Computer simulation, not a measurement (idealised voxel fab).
Process module heading - voxel gate over fins
cross-section cut | 195 nm wide | cells 5 nm
Reading order for cross-sections: top band down to bottom band. Underlying form: a grid of square cells. Band size: one or more rows of cells.
Band: top height; bottom height; in nm. Then, left to right: material with width in nm, for each material. "edge to edge": a single material spanning edge to edge. "blank": empty space.
It should be noted that heights are counted from 0, beneath which the wafer as supplied is of one material throughout, and that the lowest band possesses no lower boundary but continues downward, as written in "from 0 down".
The notation "30->40" denotes a width that varies across the rows of cells in the band, beginning at the first number in the top row, finishing at the second number in the bottom row, and changing by an identical amount from each row to the next.
"stayed the same", as given for a step, is the statement that not any cell of the cross-section underwent a change during that step.
In the "Sealed cavities" entry, you get each enclosed empty space of 8 cells or more, one with no open way to the top, written width x height at distance, distance from the left edge, in nm.
Note: text after step settings on the step line = simulator remark on that step.
If you see "overlay nm" on a step's line and that step has a mask, it's telling you how far right of where it was planned the mask ended up; a negative number means it went left instead.

## Process steps - plan
1) RECEIVE with material Si
2) CONFORMAL_DEP with material SiN, thk nm 5
3) DIRECTIONAL_DEP with material aC, thk nm 15
4) PATTERN with tone cover, mask id FINS, material resist, width nm 15, pitch nm 50, thk nm 35, overlay nm 0
5) DIRECTIONAL_ETCH with etch materials aC, depth nm 15
6) STRIP with etch materials resist
7) DIRECTIONAL_ETCH with etch materials SiN, depth nm 5
8) DIRECTIONAL_ETCH with etch materials Si, depth nm 40
9) STRIP with etch materials aC
10) FILL_DEP with material SiO2, thk nm 15
11) CMP with height nm 5
12) DIRECTIONAL_DEP with material aC, thk nm 15
13) PATTERN with tone open, mask id RAIL, material resist, width nm 15, thk nm 30, overlay nm 0
14) DIRECTIONAL_ETCH with etch materials aC, depth nm 15
15) STRIP with etch materials resist
16) DIRECTIONAL_ETCH with etch materials SiO2, depth nm 40
17) STRIP with etch materials aC
18) CONFORMAL_DEP with material TiN, thk nm 5
19) FILL_DEP with material W, thk nm 5
20) CMP with height nm 5
21) SELECTIVE_ETCH with etch materials W Ru TiN, depth nm 25
22) FILL_DEP with material SiO2, thk nm 5
23) CMP with height nm 5
24) SELECTIVE_ETCH with etch materials SiO2, depth nm 15
25) STRIP with etch materials SiN
26) CONFORMAL_DEP with material HfO2, thk nm 5
27) CONFORMAL_DEP with material TiN, thk nm 5
28) CONFORMAL_DEP with material TiAl, thk nm 5
29) CONFORMAL_DEP with material TiN, thk nm 5
30) FILL_DEP with material W, thk nm 10
31) CMP with height nm 25
32) CONFORMAL_DEP with material SiN, thk nm 10

## Step 1 complete: cross-section of the wafer as received
- from 0 down  Si edge to edge
- Sealed cavities: none

## The first of the two wafers as seen in cross-section once the module was finished; processing followed the plan
- from 35 to 25  SiN edge to edge
- from 25 to 20  W edge to edge
- from 20 to 15  W (45)  TiN (105)  W (45)
- from 15 to 10  W (45)  TiN (5)  TiAl (45)  TiN (5)  TiAl (45)  TiN (5)  W (45)
- from 10 to 5  TiN (50)  TiAl (5)  TiN (35)  TiAl (5)  TiN (5)  TiAl (5)  TiN (35)  TiAl (5)  TiN (50)
- from 5 to 0  TiAl (55)  TiN (5)  HfO2 (25)  TiN (5)  TiAl (15)  TiN (5)  HfO2 (25)  TiN (5)  TiAl (55)
- from 0 to -5  TiN (60)  HfO2 (5)  Si (15)  HfO2 (5)  TiN (25)  HfO2 (5)  Si (15)  HfO2 (5)  TiN (60)
- from -5 to -10  HfO2 (65)  Si (15)  HfO2 (35)  Si (15)  HfO2 (65)
- from -10 to -20  SiO2 (65)  Si (15)  SiO2 (35)  Si (15)  SiO2 (65)
- from -20 to -30  SiO2 (65)  Si (15)  SiO2 (10)  TiN (5)  W (5)  TiN (5)  SiO2 (10)  Si (15)  SiO2 (65)
- from -30 to -35  SiO2 (65)  Si (15)  SiO2 (10)  TiN (15)  SiO2 (10)  Si (15)  SiO2 (65)
- from -35 to -40  SiO2 (65)  Si (15)  SiO2 (35)  Si (15)  SiO2 (65)
- from -40 down  Si edge to edge
- Sealed cavities: none

## End-of-module cross-section of the second wafer: identical starting point and process plan to the first, with one processing mistake
- from 35 to 25  SiN edge to edge
- from 25 to 20  W edge to edge
- from 20 to 15  W (45)  TiN (105)  W (45)
- from 15 to 10  W (45)  TiN (5)  TiAl (45)  TiN (5)  TiAl (45)  TiN (5)  W (45)
- from 10 to 5  TiN (50)  TiAl (5)  TiN (35)  TiAl (5)  TiN (5)  TiAl (5)  TiN (35)  TiAl (5)  TiN (50)
- from 5 to 0  TiAl (55)  TiN (5)  HfO2 (25)  TiN (5)  TiAl (15)  TiN (5)  HfO2 (25)  TiN (5)  TiAl (55)
- from 0 to -5  TiN (60)  HfO2 (5)  Si (15)  HfO2 (5)  TiN (25)  HfO2 (5)  Si (15)  HfO2 (5)  TiN (60)
- from -5 to -10  HfO2 (65)  Si (15)  HfO2 (35)  Si (15)  HfO2 (65)
- from -10 to -20  SiO2 (65)  Si (15)  SiO2 (35)  Si (15)  SiO2 (65)
- from -20 to -30  W (60)  TiN (5)  Si (15)  TiN (10)  SiO2 (15)  TiN (10)  Si (15)  TiN (5)  W (60)
- from -30 to -35  TiN (65)  Si (15)  TiN (10)  SiO2 (15)  TiN (10)  Si (15)  TiN (65)
- from -35 to -40  SiO2 (65)  Si (15)  SiO2 (35)  Si (15)  SiO2 (65)
- from -40 down  Si edge to edge
- Sealed cavities: none
So what did we get wrong on this run? step 13 deviated from plan and actually ran as PATTERN with tone cover, mask id RAIL, material resist, width nm 15, thk nm 30, overlay nm 0
At the finish, the second wafer shows more or fewer cells for some materials than the first does: SiO2 -81; TiN +35; W +46
